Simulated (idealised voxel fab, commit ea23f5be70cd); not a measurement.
process module | voxel quadruple lines
cross-section cut | 180 nm wide | cells 5 nm
A cross-section is a grid of square cells, given in bands from the top down. A band is one or more rows of cells.
Each band's line starts with the height of the band's top and of its bottom, in nm. Then come its materials from left to right, each with its width in nm. One material with "throughout" fills the band from edge to edge. "air" is empty space.
Height 0 is the level under which the wafer as received is all one material. The lowest band goes on downwards, as in "0 down".
A width such as "30 to 40" changes by the same amount from each row of cells to the next, from the band's top row to its bottom row.
"no change" after a step means that no cell of the cross-section changed.
closed voids: empty space of 8 cells or more with no open way to the top, each as width x height at its distance from the left edge, in nm
after a step's settings: what the simulator itself notes on the step
overlay nm, on a step with a mask: how far to the right of its planned place the mask lay; to the left if negative
plan
1 op RECEIVE | material Si
2 op CONFORMAL_DEP | material Al2O3 | thk nm 5
3 op DIRECTIONAL_DEP | material TiN | thk nm 10
4 op DIRECTIONAL_DEP | material polySi | thk nm 15
5 op DIRECTIONAL_DEP | material aC | thk nm 25
6 op PATTERN | tone cover | mask id MANDREL | material resist | width nm 25 | thk nm 35 | overlay nm 0
7 op DIRECTIONAL_ETCH | etch materials aC | depth nm 25
8 op STRIP | etch materials resist
9 op CONFORMAL_DEP | material SiO2 | thk nm 15
10 op DIRECTIONAL_ETCH | etch materials SiO2 | depth nm 15
11 op STRIP | etch materials aC
12 op DIRECTIONAL_ETCH | etch materials polySi | depth nm 15
13 op STRIP | etch materials SiO2
14 op CONFORMAL_DEP | material SiCN | thk nm 5
15 op DIRECTIONAL_ETCH | etch materials SiCN | depth nm 5
16 op STRIP | etch materials polySi
17 op DIRECTIONAL_ETCH | etch materials TiN | depth nm 10
18 op STRIP | etch materials SiCN
as received, after step 1
  0 down: Si throughout
  closed voids: none
first wafer at the end, as planned
  15 to 5: air 55 | TiN 5 | air 15 | TiN 5 | air 15 | TiN 5 | air 15 | TiN 5 | air 60
  5 to 0: Al2O3 throughout
  0 down: Si throughout
  closed voids: none
second wafer at the end: like start, like plan, one mistake
  15 to 5: air 70 | TiN 5 | air 25 | TiN 5 | air 75
  5 to 0: Al2O3 throughout
  0 down: Si throughout
  closed voids: none
what went wrong: step 6 ran as: op PATTERN | tone open | mask id MANDREL | material resist | width nm 25 | thk nm 35 | overlay nm 0
at the end the second wafer has, in cells: 4 fewer of TiN
